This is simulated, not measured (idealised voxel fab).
Herein follows the process module entitled voxel capacitor over wiring.
Cross-sectional view cut (width: 155 nm; square cell size: 5 nm).
Bands, listed from the top down, are how a cross-section gets written in this document; the cross-section itself is a grid of square cells, and a band is one or more rows of them. Read a band's entry like this: the first values are the height of its top and the height of its bottom in nm, and what follows is the sequence of materials from left to right, each with its width in nm. Note that "empty" is empty space, and that a single material marked "throughout" reaches across the band from edge to edge. Beneath 0, the wafer as received is one material, and that level is where height counting begins. The lowest band goes on downward without a bottom; it is written like "0 down". The width entry "30 to 40" should be interpreted row by row: the top row of cells in the band takes the first number, the bottom row takes the second number, and the change between adjacent rows is uniform throughout. The designation "nothing different", where it is given for a processing step, indicates that no cell of the cross-section was altered in the course of that step. The entry titled "Cavities, sealed" provides the empty spaces that have no open way to the top, restricted to those of 8 cells or more. Each is presented as width x height at distance, the distance being measured from the left edge, with all three in nm. What comes after the settings on a step's line is commentary from the simulator itself on that step. "overlay nm", when on a step's line for a step with a mask, measures how far to the right of its planned place the mask lay; a negative measure means to the left.

THIS SECTION LISTS THE PROCESS STEPS THAT WERE PLANNED
1: RECEIVE,material Si
2: CONFORMAL_DEP,material SiO2,thk nm 15
3: CONFORMAL_DEP,material SiCN,thk nm 5
4: DIRECTIONAL_DEP,material SiO2,thk nm 15
5: PATTERN,tone open,mask id METAL_1,material resist,width nm 25,pitch nm 90,thk nm 20,overlay nm 0
6: DIRECTIONAL_ETCH,etch materials SiO2,depth nm 15
7: DIRECTIONAL_ETCH,etch materials SiCN,depth nm 5
8: STRIP,etch materials resist
9: CONFORMAL_DEP,material TiN,thk nm 5
10: FILL_DEP,material Ru,thk nm 10
11: CMP,height nm 35
12: CONFORMAL_DEP,material SiCN,thk nm 5
13: DIRECTIONAL_DEP,material SiO2,thk nm 15
14: DIRECTIONAL_DEP,material aC,thk nm 10
15: PATTERN,tone open,mask id PLUG_1,material resist,width nm 15,thk nm 25,overlay nm 0
16: DIRECTIONAL_ETCH,etch materials aC,depth nm 10
17: STRIP,etch materials resist
18: DIRECTIONAL_ETCH,etch materials SiO2,depth nm 15
19: DIRECTIONAL_ETCH,etch materials SiCN,depth nm 5
20: STRIP,etch materials aC
21: EPI,material Ru,thk nm 10
22: EPI,material Ru,thk nm 10
23: DIRECTIONAL_DEP,material TiN,thk nm 10
24: DIRECTIONAL_DEP,material HfO2,thk nm 5
25: DIRECTIONAL_DEP,material TiN,thk nm 5
26: PATTERN,tone cover,mask id UPPER_PLATE,material resist,width nm 70,thk nm 15,overlay nm 0
27: DIRECTIONAL_ETCH,etch materials TiN,depth nm 5
28: DIRECTIONAL_ETCH,etch materials HfO2,depth nm 5
29: STRIP,etch materials resist
30: PATTERN,tone cover,mask id LOWER_PLATE,material resist,width nm 80,thk nm 20,overlay nm 0
31: DIRECTIONAL_ETCH,etch materials TiN,depth nm 10
32: STRIP,etch materials resist
33: FILL_DEP,material SiO2,thk nm 20
34: CMP,height nm 90
35: PATTERN,tone open,mask id PLUG_2,material resist,width nm 15,thk nm 20,overlay nm 0
36: DIRECTIONAL_ETCH,etch materials SiO2,depth nm 15
37: STRIP,etch materials resist
38: CONFORMAL_DEP,material TiN,thk nm 5
39: FILL_DEP,material Ru,thk nm 10
40: CMP,height nm 90
41: CONFORMAL_DEP,material SiCN,thk nm 5

WAFER, FIRST OF TWO, RUN AS PLANNED

WAFER AS RECEIVED: CROSS-SECTION FOLLOWING STEP 1
    0 down  Si throughout
    Cavities, sealed: none

WAFER AFTER STEP 2 (CROSS-SECTION)
    15 to 0  SiO2 throughout
    Beneath the level 0, the cross-section is identical to its previous state.

WAFER AFTER STEP 3 (CROSS-SECTION)
    20 to 15  SiCN throughout
    Beneath the level 15, the cross-section is identical to its previous state.

WAFER AFTER STEP 4 (CROSS-SECTION)
    35 to 20  SiO2 throughout
    Beneath the level 20, the cross-section is identical to its previous state.

WAFER AFTER STEP 5 (CROSS-SECTION)
    55 to 35  resist 20 / empty 25 / resist 65 / empty 25 / resist 20
    Beneath the level 35, the cross-section is identical to its previous state.

WAFER AFTER STEP 6 (CROSS-SECTION)
    55 to 35  resist 20 / empty 25 / resist 65 / empty 25 / resist 20
    35 to 20  SiO2 20 / empty 25 / SiO2 65 / empty 25 / SiO2 20
    Beneath the level 20, the cross-section is identical to its previous state.

WAFER AFTER STEP 7 (CROSS-SECTION)
    55 to 35  resist 20 / empty 25 / resist 65 / empty 25 / resist 20
    35 to 20  SiO2 20 / empty 25 / SiO2 65 / empty 25 / SiO2 20
    20 to 15  SiCN 20 / empty 25 / SiCN 65 / empty 25 / SiCN 20
    Beneath the level 15, the cross-section is identical to its previous state.

WAFER AFTER STEP 8 (CROSS-SECTION)
    35 to 20  SiO2 20 / empty 25 / SiO2 65 / empty 25 / SiO2 20
    Beneath the level 20, the cross-section is identical to its previous state.

WAFER AFTER STEP 9 (CROSS-SECTION)
    40 to 35  TiN 25 / empty 15 / TiN 75 / empty 15 / TiN 25
    35 to 20  SiO2 20 / TiN 5 / empty 15 / TiN 5 / SiO2 65 / TiN 5 / empty 15 / TiN 5 / SiO2 20
    20 to 15  SiCN 20 / TiN 25 / SiCN 65 / TiN 25 / SiCN 20
    Beneath the level 15, the cross-section is identical to its previous state.

WAFER AFTER STEP 10 (CROSS-SECTION)
    50 to 40  Ru throughout
    40 to 35  TiN 25 / Ru 15 / TiN 75 / Ru 15 / TiN 25
    35 to 20  SiO2 20 / TiN 5 / Ru 15 / TiN 5 / SiO2 65 / TiN 5 / Ru 15 / TiN 5 / SiO2 20
    Beneath the level 20, the cross-section is identical to its previous state.

WAFER AFTER STEP 11 (CROSS-SECTION)
    35 to 20  SiO2 20 / TiN 5 / Ru 15 / TiN 5 / SiO2 65 / TiN 5 / Ru 15 / TiN 5 / SiO2 20
    Beneath the level 20, the cross-section is identical to its previous state.

WAFER AFTER STEP 12 (CROSS-SECTION)
    40 to 35  SiCN throughout
    Beneath the level 35, the cross-section is identical to its previous state.

WAFER AFTER STEP 13 (CROSS-SECTION)
    55 to 40  SiO2 throughout
    Beneath the level 40, the cross-section is identical to its previous state.

WAFER AFTER STEP 14 (CROSS-SECTION)
    65 to 55  aC throughout
    Beneath the level 55, the cross-section is identical to its previous state.

WAFER AFTER STEP 15 (CROSS-SECTION)
    90 to 65  resist 30 / empty 15 / resist 110
    Beneath the level 65, the cross-section is identical to its previous state.

WAFER AFTER STEP 16 (CROSS-SECTION)
    80 to 65  resist 30 / empty 15 / resist 110
    65 to 55  aC 30 / empty 15 / aC 110
    Beneath the level 55, the cross-section is identical to its previous state.

WAFER AFTER STEP 17 (CROSS-SECTION)
    65 to 55  aC 30 / empty 15 / aC 110
    Beneath the level 55, the cross-section is identical to its previous state.

WAFER AFTER STEP 18 (CROSS-SECTION)
    65 to 55  aC 30 / empty 15 / aC 110
    55 to 40  SiO2 30 / empty 15 / SiO2 110
    Beneath the level 40, the cross-section is identical to its previous state.

WAFER AFTER STEP 19 (CROSS-SECTION)
    65 to 55  aC 30 / empty 15 / aC 110
    55 to 40  SiO2 30 / empty 15 / SiO2 110
    40 to 35  SiCN 30 / empty 15 / SiCN 110
    Beneath the level 35, the cross-section is identical to its previous state.

WAFER AFTER STEP 20 (CROSS-SECTION)
    55 to 40  SiO2 30 / empty 15 / SiO2 110
    Beneath the level 40, the cross-section is identical to its previous state.

WAFER AFTER STEP 21 (CROSS-SECTION)
    55 to 45  SiO2 30 / empty 15 / SiO2 110
    45 to 40  SiO2 30 / Ru 15 / SiO2 110
    40 to 35  SiCN 30 / Ru 15 / SiCN 110
    Beneath the level 35, the cross-section is identical to its previous state.

WAFER AFTER STEP 22 (CROSS-SECTION)
    55 to 40  SiO2 30 / Ru 15 / SiO2 110
    Beneath the level 40, the cross-section is identical to its previous state.

WAFER AFTER STEP 23 (CROSS-SECTION)
    65 to 55  TiN throughout
    Beneath the level 55, the cross-section is identical to its previous state.

WAFER AFTER STEP 24 (CROSS-SECTION)
    70 to 65  HfO2 throughout
    Beneath the level 65, the cross-section is identical to its previous state.

WAFER AFTER STEP 25 (CROSS-SECTION)
    75 to 70  TiN throughout
    Beneath the level 70, the cross-section is identical to its previous state.

WAFER AFTER STEP 26 (CROSS-SECTION)
    90 to 75  empty 30 / resist 70 / empty 55
    Beneath the level 75, the cross-section is identical to its previous state.

WAFER AFTER STEP 27 (CROSS-SECTION)
    90 to 75  empty 30 / resist 70 / empty 55
    75 to 70  empty 30 / TiN 70 / empty 55
    Beneath the level 70, the cross-section is identical to its previous state.

WAFER AFTER STEP 28 (CROSS-SECTION)
    90 to 75  empty 30 / resist 70 / empty 55
    75 to 70  empty 30 / TiN 70 / empty 55
    70 to 65  empty 30 / HfO2 70 / empty 55
    Beneath the level 65, the cross-section is identical to its previous state.

WAFER AFTER STEP 29 (CROSS-SECTION)
    75 to 70  empty 30 / TiN 70 / empty 55
    Beneath the level 70, the cross-section is identical to its previous state.

WAFER AFTER STEP 30 (CROSS-SECTION)
    95 to 75  empty 25 / resist 80 / empty 50
    75 to 70  empty 25 / resist 5 / TiN 70 / resist 5 / empty 50
    70 to 65  empty 25 / resist 5 / HfO2 70 / resist 5 / empty 50
    Beneath the level 65, the cross-section is identical to its previous state.

WAFER AFTER STEP 31 (CROSS-SECTION)
    95 to 75  empty 25 / resist 80 / empty 50
    75 to 70  empty 25 / resist 5 / TiN 70 / resist 5 / empty 50
    70 to 65  empty 25 / resist 5 / HfO2 70 / resist 5 / empty 50
    65 to 55  empty 25 / TiN 80 / empty 50
    Beneath the level 55, the cross-section is identical to its previous state.

WAFER AFTER STEP 32 (CROSS-SECTION)
    75 to 70  empty 30 / TiN 70 / empty 55
    70 to 65  empty 30 / HfO2 70 / empty 55
    Beneath the level 65, the cross-section is identical to its previous state.

WAFER AFTER STEP 33 (CROSS-SECTION)
    95 to 75  SiO2 throughout
    75 to 70  SiO2 30 / TiN 70 / SiO2 55
    70 to 65  SiO2 30 / HfO2 70 / SiO2 55
    65 to 55  SiO2 25 / TiN 80 / SiO2 50
    Beneath the level 55, the cross-section is identical to its previous state.

WAFER AFTER STEP 34 (CROSS-SECTION)
    90 to 75  SiO2 throughout
    Beneath the level 75, the cross-section is identical to its previous state.

WAFER AFTER STEP 35 (CROSS-SECTION)
    110 to 90  resist 40 / empty 15 / resist 100
    Beneath the level 90, the cross-section is identical to its previous state.

WAFER AFTER STEP 36 (CROSS-SECTION)
    110 to 90  resist 40 / empty 15 / resist 100
    90 to 75  SiO2 40 / empty 15 / SiO2 100
    Beneath the level 75, the cross-section is identical to its previous state.

WAFER AFTER STEP 37 (CROSS-SECTION)
    90 to 75  SiO2 40 / empty 15 / SiO2 100
    Beneath the level 75, the cross-section is identical to its previous state.

WAFER AFTER STEP 38 (CROSS-SECTION)
    95 to 90  TiN 45 / empty 5 / TiN 105
    90 to 80  SiO2 40 / TiN 5 / empty 5 / TiN 5 / SiO2 100
    80 to 70  SiO2 40 to 30 / TiN 15 to 70 / SiO2 100 to 55
    Beneath the level 70, the cross-section is identical to its previous state.

WAFER AFTER STEP 39 (CROSS-SECTION)
    105 to 95  Ru throughout
    95 to 90  TiN 45 / Ru 5 / TiN 105
    90 to 80  SiO2 40 / TiN 5 / Ru 5 / TiN 5 / SiO2 100
    Beneath the level 80, the cross-section is identical to its previous state.

WAFER AFTER STEP 40 (CROSS-SECTION)
    90 to 80  SiO2 40 / TiN 5 / Ru 5 / TiN 5 / SiO2 100
    Beneath the level 80, the cross-section is identical to its previous state.

WAFER AFTER STEP 41 (CROSS-SECTION)
    95 to 90  SiCN throughout
    Beneath the level 90, the cross-section is identical to its previous state.

SECOND WAFER, SAME STARTING CONDITIONS AND RECIPE AS THE FIRST, ONE MISTAKE IN EXECUTING IT, NOTHING DIFFERS FROM THE FIRST UP TO AND INCLUDING STEP 1

Second wafer shown in cross-section at the time step 2 was slated to end: nothing different

SECOND WAFER SHOWN IN CROSS-SECTION AT THE TIME STEP 3 WAS SLATED TO END
    5 to 0  SiCN throughout
    Beneath the level 0, the cross-section is identical to its previous state.

SECOND WAFER SHOWN IN CROSS-SECTION AT THE TIME STEP 4 WAS SLATED TO END
    20 to 5  SiO2 throughout
    Beneath the level 5, the cross-section is identical to its previous state.

SECOND WAFER SHOWN IN CROSS-SECTION AT THE TIME STEP 5 WAS SLATED TO END
    40 to 20  resist 20 / empty 25 / resist 65 / empty 25 / resist 20
    Beneath the level 20, the cross-section is identical to its previous state.

SECOND WAFER SHOWN IN CROSS-SECTION AT THE TIME STEP 6 WAS SLATED TO END
    40 to 20  resist 20 / empty 25 / resist 65 / empty 25 / resist 20
    20 to 5  SiO2 20 / empty 25 / SiO2 65 / empty 25 / SiO2 20
    Beneath the level 5, the cross-section is identical to its previous state.

SECOND WAFER SHOWN IN CROSS-SECTION AT THE TIME STEP 7 WAS SLATED TO END
    40 to 20  resist 20 / empty 25 / resist 65 / empty 25 / resist 20
    20 to 5  SiO2 20 / empty 25 / SiO2 65 / empty 25 / SiO2 20
    5 to 0  SiCN 20 / empty 25 / SiCN 65 / empty 25 / SiCN 20
    Beneath the level 0, the cross-section is identical to its previous state.

SECOND WAFER SHOWN IN CROSS-SECTION AT THE TIME STEP 8 WAS SLATED TO END
    20 to 5  SiO2 20 / empty 25 / SiO2 65 / empty 25 / SiO2 20
    Beneath the level 5, the cross-section is identical to its previous state.

SECOND WAFER SHOWN IN CROSS-SECTION AT THE TIME STEP 9 WAS SLATED TO END
    25 to 20  TiN 25 / empty 15 / TiN 75 / empty 15 / TiN 25
    20 to 5  SiO2 20 / TiN 5 / empty 15 / TiN 5 / SiO2 65 / TiN 5 / empty 15 / TiN 5 / SiO2 20
    5 to 0  SiCN 20 / TiN 25 / SiCN 65 / TiN 25 / SiCN 20
    Beneath the level 0, the cross-section is identical to its previous state.

SECOND WAFER SHOWN IN CROSS-SECTION AT THE TIME STEP 10 WAS SLATED TO END
    35 to 25  Ru throughout
    25 to 20  TiN 25 / Ru 15 / TiN 75 / Ru 15 / TiN 25
    20 to 5  SiO2 20 / TiN 5 / Ru 15 / TiN 5 / SiO2 65 / TiN 5 / Ru 15 / TiN 5 / SiO2 20
    Beneath the level 5, the cross-section is identical to its previous state.

Second wafer shown in cross-section at the time step 11 was slated to end: nothing different

SECOND WAFER SHOWN IN CROSS-SECTION AT THE TIME STEP 12 WAS SLATED TO END
    40 to 35  SiCN throughout
    Beneath the level 35, the cross-section is identical to its previous state.

SECOND WAFER SHOWN IN CROSS-SECTION AT THE TIME STEP 13 WAS SLATED TO END
    55 to 40  SiO2 throughout
    Beneath the level 40, the cross-section is identical to its previous state.

SECOND WAFER SHOWN IN CROSS-SECTION AT THE TIME STEP 14 WAS SLATED TO END
    65 to 55  aC throughout
    Beneath the level 55, the cross-section is identical to its previous state.

SECOND WAFER SHOWN IN CROSS-SECTION AT THE TIME STEP 15 WAS SLATED TO END
    90 to 65  resist 30 / empty 15 / resist 110
    Beneath the level 65, the cross-section is identical to its previous state.

SECOND WAFER SHOWN IN CROSS-SECTION AT THE TIME STEP 16 WAS SLATED TO END
    80 to 65  resist 30 / empty 15 / resist 110
    65 to 55  aC 30 / empty 15 / aC 110
    Beneath the level 55, the cross-section is identical to its previous state.

SECOND WAFER SHOWN IN CROSS-SECTION AT THE TIME STEP 17 WAS SLATED TO END
    65 to 55  aC 30 / empty 15 / aC 110
    Beneath the level 55, the cross-section is identical to its previous state.

SECOND WAFER SHOWN IN CROSS-SECTION AT THE TIME STEP 18 WAS SLATED TO END
    65 to 55  aC 30 / empty 15 / aC 110
    55 to 40  SiO2 30 / empty 15 / SiO2 110
    Beneath the level 40, the cross-section is identical to its previous state.

SECOND WAFER SHOWN IN CROSS-SECTION AT THE TIME STEP 19 WAS SLATED TO END
    65 to 55  aC 30 / empty 15 / aC 110
    55 to 40  SiO2 30 / empty 15 / SiO2 110
    40 to 35  SiCN 30 / empty 15 / SiCN 110
    Beneath the level 35, the cross-section is identical to its previous state.

SECOND WAFER SHOWN IN CROSS-SECTION AT THE TIME STEP 20 WAS SLATED TO END
    55 to 40  SiO2 30 / empty 15 / SiO2 110
    Beneath the level 40, the cross-section is identical to its previous state.

SECOND WAFER SHOWN IN CROSS-SECTION AT THE TIME STEP 21 WAS SLATED TO END
    55 to 45  SiO2 30 / empty 15 / SiO2 110
    45 to 40  SiO2 30 / Ru 15 / SiO2 110
    40 to 35  SiCN 30 / Ru 15 / SiCN 110
    Beneath the level 35, the cross-section is identical to its previous state.

SECOND WAFER SHOWN IN CROSS-SECTION AT THE TIME STEP 22 WAS SLATED TO END
    55 to 40  SiO2 30 / Ru 15 / SiO2 110
    Beneath the level 40, the cross-section is identical to its previous state.

SECOND WAFER SHOWN IN CROSS-SECTION AT THE TIME STEP 23 WAS SLATED TO END
    65 to 55  TiN throughout
    Beneath the level 55, the cross-section is identical to its previous state.

SECOND WAFER SHOWN IN CROSS-SECTION AT THE TIME STEP 24 WAS SLATED TO END
    70 to 65  HfO2 throughout
    Beneath the level 65, the cross-section is identical to its previous state.

SECOND WAFER SHOWN IN CROSS-SECTION AT THE TIME STEP 25 WAS SLATED TO END
    75 to 70  TiN throughout
    Beneath the level 70, the cross-section is identical to its previous state.

SECOND WAFER SHOWN IN CROSS-SECTION AT THE TIME STEP 26 WAS SLATED TO END
    90 to 75  empty 30 / resist 70 / empty 55
    Beneath the level 75, the cross-section is identical to its previous state.

SECOND WAFER SHOWN IN CROSS-SECTION AT THE TIME STEP 27 WAS SLATED TO END
    90 to 75  empty 30 / resist 70 / empty 55
    75 to 70  empty 30 / TiN 70 / empty 55
    Beneath the level 70, the cross-section is identical to its previous state.

SECOND WAFER SHOWN IN CROSS-SECTION AT THE TIME STEP 28 WAS SLATED TO END
    90 to 75  empty 30 / resist 70 / empty 55
    75 to 70  empty 30 / TiN 70 / empty 55
    70 to 65  empty 30 / HfO2 70 / empty 55
    Beneath the level 65, the cross-section is identical to its previous state.

SECOND WAFER SHOWN IN CROSS-SECTION AT THE TIME STEP 29 WAS SLATED TO END
    75 to 70  empty 30 / TiN 70 / empty 55
    Beneath the level 70, the cross-section is identical to its previous state.

SECOND WAFER SHOWN IN CROSS-SECTION AT THE TIME STEP 30 WAS SLATED TO END
    95 to 75  empty 25 / resist 80 / empty 50
    75 to 70  empty 25 / resist 5 / TiN 70 / resist 5 / empty 50
    70 to 65  empty 25 / resist 5 / HfO2 70 / resist 5 / empty 50
    Beneath the level 65, the cross-section is identical to its previous state.

SECOND WAFER SHOWN IN CROSS-SECTION AT THE TIME STEP 31 WAS SLATED TO END
    95 to 75  empty 25 / resist 80 / empty 50
    75 to 70  empty 25 / resist 5 / TiN 70 / resist 5 / empty 50
    70 to 65  empty 25 / resist 5 / HfO2 70 / resist 5 / empty 50
    65 to 55  empty 25 / TiN 80 / empty 50
    Beneath the level 55, the cross-section is identical to its previous state.

SECOND WAFER SHOWN IN CROSS-SECTION AT THE TIME STEP 32 WAS SLATED TO END
    75 to 70  empty 30 / TiN 70 / empty 55
    70 to 65  empty 30 / HfO2 70 / empty 55
    Beneath the level 65, the cross-section is identical to its previous state.

SECOND WAFER SHOWN IN CROSS-SECTION AT THE TIME STEP 33 WAS SLATED TO END
    95 to 75  SiO2 throughout
    75 to 70  SiO2 30 / TiN 70 / SiO2 55
    70 to 65  SiO2 30 / HfO2 70 / SiO2 55
    65 to 55  SiO2 25 / TiN 80 / SiO2 50
    Beneath the level 55, the cross-section is identical to its previous state.

SECOND WAFER SHOWN IN CROSS-SECTION AT THE TIME STEP 34 WAS SLATED TO END
    90 to 75  SiO2 throughout
    Beneath the level 75, the cross-section is identical to its previous state.

SECOND WAFER SHOWN IN CROSS-SECTION AT THE TIME STEP 35 WAS SLATED TO END
    110 to 90  resist 40 / empty 15 / resist 100
    Beneath the level 90, the cross-section is identical to its previous state.

SECOND WAFER SHOWN IN CROSS-SECTION AT THE TIME STEP 36 WAS SLATED TO END
    110 to 90  resist 40 / empty 15 / resist 100
    90 to 75  SiO2 40 / empty 15 / SiO2 100
    Beneath the level 75, the cross-section is identical to its previous state.

SECOND WAFER SHOWN IN CROSS-SECTION AT THE TIME STEP 37 WAS SLATED TO END
    90 to 75  SiO2 40 / empty 15 / SiO2 100
    Beneath the level 75, the cross-section is identical to its previous state.

SECOND WAFER SHOWN IN CROSS-SECTION AT THE TIME STEP 38 WAS SLATED TO END
    95 to 90  TiN 45 / empty 5 / TiN 105
    90 to 80  SiO2 40 / TiN 5 / empty 5 / TiN 5 / SiO2 100
    80 to 70  SiO2 40 to 30 / TiN 15 to 70 / SiO2 100 to 55
    Beneath the level 70, the cross-section is identical to its previous state.

SECOND WAFER SHOWN IN CROSS-SECTION AT THE TIME STEP 39 WAS SLATED TO END
    105 to 95  Ru throughout
    95 to 90  TiN 45 / Ru 5 / TiN 105
    90 to 80  SiO2 40 / TiN 5 / Ru 5 / TiN 5 / SiO2 100
    Beneath the level 80, the cross-section is identical to its previous state.

SECOND WAFER SHOWN IN CROSS-SECTION AT THE TIME STEP 40 WAS SLATED TO END
    90 to 80  SiO2 40 / TiN 5 / Ru 5 / TiN 5 / SiO2 100
    Beneath the level 80, the cross-section is identical to its previous state.

SECOND WAFER SHOWN IN CROSS-SECTION AT THE TIME STEP 41 WAS SLATED TO END
    95 to 90  SiCN throughout
    Beneath the level 90, the cross-section is identical to its previous state.
Run error: step 2 of the plan got skipped, so it never ran
Final cells, second wafer relative to first, materials higher or lower: 68 more of Ru; 93 fewer of SiO2; 25 more of TiN
